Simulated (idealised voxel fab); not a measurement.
process module | voxel tone inversion
cross-section cut | 240 nm wide | cells 5 nm
A cross-section is a grid of square cells, given in bands from the top down. A band is one or more rows of cells.
Each band's line starts with the height of the band's top and of its bottom, in nm. Then come its materials from left to right, each with its width in nm. One material with "throughout" fills the band from edge to edge. "air" is empty space.
Height 0 is the level under which the wafer as received is all one material. The lowest band goes on downwards, as in "0 down".
A width such as "30 to 40" changes by the same amount from each row of cells to the next, from the band's top row to its bottom row.
"no change" after a step means that no cell of the cross-section changed.
closed voids: empty space of 8 cells or more with no open way to the top, each as width x height at its distance from the left edge, in nm
after a step's settings: what the simulator itself notes on the step
overlay nm, on a step with a mask: how far to the right of its planned place the mask lay; to the left if negative
plan
1 op RECEIVE | material Si
2 op CONFORMAL_DEP | material SiN | thk nm 10
3 op DIRECTIONAL_DEP | material aC | thk nm 15
4 op PATTERN | tone cover | mask id POSTS | material resist | width nm 25 | pitch nm 40 | thk nm 25 | overlay nm 0
5 op DIRECTIONAL_ETCH | etch materials aC | depth nm 15
6 op STRIP | etch materials resist
7 op FILL_DEP | material lowk | thk nm 5
8 op CMP | height nm 25
9 op STRIP | etch materials aC
10 op CONFORMAL_DEP | material TiN | thk nm 5
11 op FILL_DEP | material Cu | thk nm 5
12 op CMP | height nm 25
13 op CONFORMAL_DEP | material SiN | thk nm 5
first wafer, as planned
as received, after step 1
  0 down: Si throughout
  closed voids: none
after step 2
  10 to 0: SiN throughout
  below 0: unchanged
after step 3
  25 to 10: aC throughout
  below 10: unchanged
after step 4
  50 to 25: air 65 | resist 25 | air 15 | resist 25 | air 15 | resist 25 | air 70
  below 25: unchanged
after step 5
  35 to 25: air 65 | resist 25 | air 15 | resist 25 | air 15 | resist 25 | air 70
  25 to 10: air 65 | aC 25 | air 15 | aC 25 | air 15 | aC 25 | air 70
  below 10: unchanged
after step 6
  25 to 10: air 65 | aC 25 | air 15 | aC 25 | air 15 | aC 25 | air 70
  below 10: unchanged
after step 7
  30 to 25: lowk throughout
  25 to 10: lowk 65 | aC 25 | lowk 15 | aC 25 | lowk 15 | aC 25 | lowk 70
  below 10: unchanged
after step 8
  25 to 10: lowk 65 | aC 25 | lowk 15 | aC 25 | lowk 15 | aC 25 | lowk 70
  below 10: unchanged
after step 9
  25 to 10: lowk 65 | air 25 | lowk 15 | air 25 | lowk 15 | air 25 | lowk 70
  below 10: unchanged
after step 10
  30 to 25: TiN 70 | air 15 | TiN 25 | air 15 | TiN 25 | air 15 | TiN 75
  25 to 15: lowk 65 | TiN 5 | air 15 | TiN 5 | lowk 15 | TiN 5 | air 15 | TiN 5 | lowk 15 | TiN 5 | air 15 | TiN 5 | lowk 70
  15 to 10: lowk 65 | TiN 25 | lowk 15 | TiN 25 | lowk 15 | TiN 25 | lowk 70
  below 10: unchanged
after step 11
  35 to 30: Cu throughout
  30 to 25: TiN 70 | Cu 15 | TiN 25 | Cu 15 | TiN 25 | Cu 15 | TiN 75
  25 to 15: lowk 65 | TiN 5 | Cu 15 | TiN 5 | lowk 15 | TiN 5 | Cu 15 | TiN 5 | lowk 15 | TiN 5 | Cu 15 | TiN 5 | lowk 70
  below 15: unchanged
after step 12
  25 to 15: lowk 65 | TiN 5 | Cu 15 | TiN 5 | lowk 15 | TiN 5 | Cu 15 | TiN 5 | lowk 15 | TiN 5 | Cu 15 | TiN 5 | lowk 70
  below 15: unchanged
after step 13
  30 to 25: SiN throughout
  below 25: unchanged
second wafer: like start, like plan, one mistake. Through step 3 it matches the first wafer
when step 4 should have ended
  50 to 25: air 70 | resist 20 | air 20 | resist 20 | air 20 | resist 20 | air 70
  below 25: unchanged
when step 5 should have ended
  35 to 25: air 70 | resist 20 | air 20 | resist 20 | air 20 | resist 20 | air 70
  25 to 10: air 70 | aC 20 | air 20 | aC 20 | air 20 | aC 20 | air 70
  below 10: unchanged
when step 6 should have ended
  25 to 10: air 70 | aC 20 | air 20 | aC 20 | air 20 | aC 20 | air 70
  below 10: unchanged
when step 7 should have ended
  30 to 25: lowk throughout
  25 to 10: lowk 70 | aC 20 | lowk 20 | aC 20 | lowk 20 | aC 20 | lowk 70
  below 10: unchanged
when step 8 should have ended
  25 to 10: lowk 70 | aC 20 | lowk 20 | aC 20 | lowk 20 | aC 20 | lowk 70
  below 10: unchanged
when step 9 should have ended
  25 to 10: lowk 70 | air 20 | lowk 20 | air 20 | lowk 20 | air 20 | lowk 70
  below 10: unchanged
when step 10 should have ended
  30 to 25: TiN 75 | air 10 | TiN 30 | air 10 | TiN 30 | air 10 | TiN 75
  25 to 15: lowk 70 | TiN 5 | air 10 | TiN 5 | lowk 20 | TiN 5 | air 10 | TiN 5 | lowk 20 | TiN 5 | air 10 | TiN 5 | lowk 70
  15 to 10: lowk 70 | TiN 20 | lowk 20 | TiN 20 | lowk 20 | TiN 20 | lowk 70
  below 10: unchanged
when step 11 should have ended
  35 to 30: Cu throughout
  30 to 25: TiN 75 | Cu 10 | TiN 30 | Cu 10 | TiN 30 | Cu 10 | TiN 75
  25 to 15: lowk 70 | TiN 5 | Cu 10 | TiN 5 | lowk 20 | TiN 5 | Cu 10 | TiN 5 | lowk 20 | TiN 5 | Cu 10 | TiN 5 | lowk 70
  below 15: unchanged
when step 12 should have ended
  25 to 15: lowk 70 | TiN 5 | Cu 10 | TiN 5 | lowk 20 | TiN 5 | Cu 10 | TiN 5 | lowk 20 | TiN 5 | Cu 10 | TiN 5 | lowk 70
  below 15: unchanged
when step 13 should have ended
  30 to 25: SiN throughout
  below 25: unchanged
what went wrong: step 4 ran as: op PATTERN | tone cover | mask id POSTS | material resist | width nm 20 | pitch nm 40 | thk nm 25 | overlay nm 0
at the end the second wafer has, in cells: 6 fewer of Cu | 3 fewer of TiN | 9 more of lowk
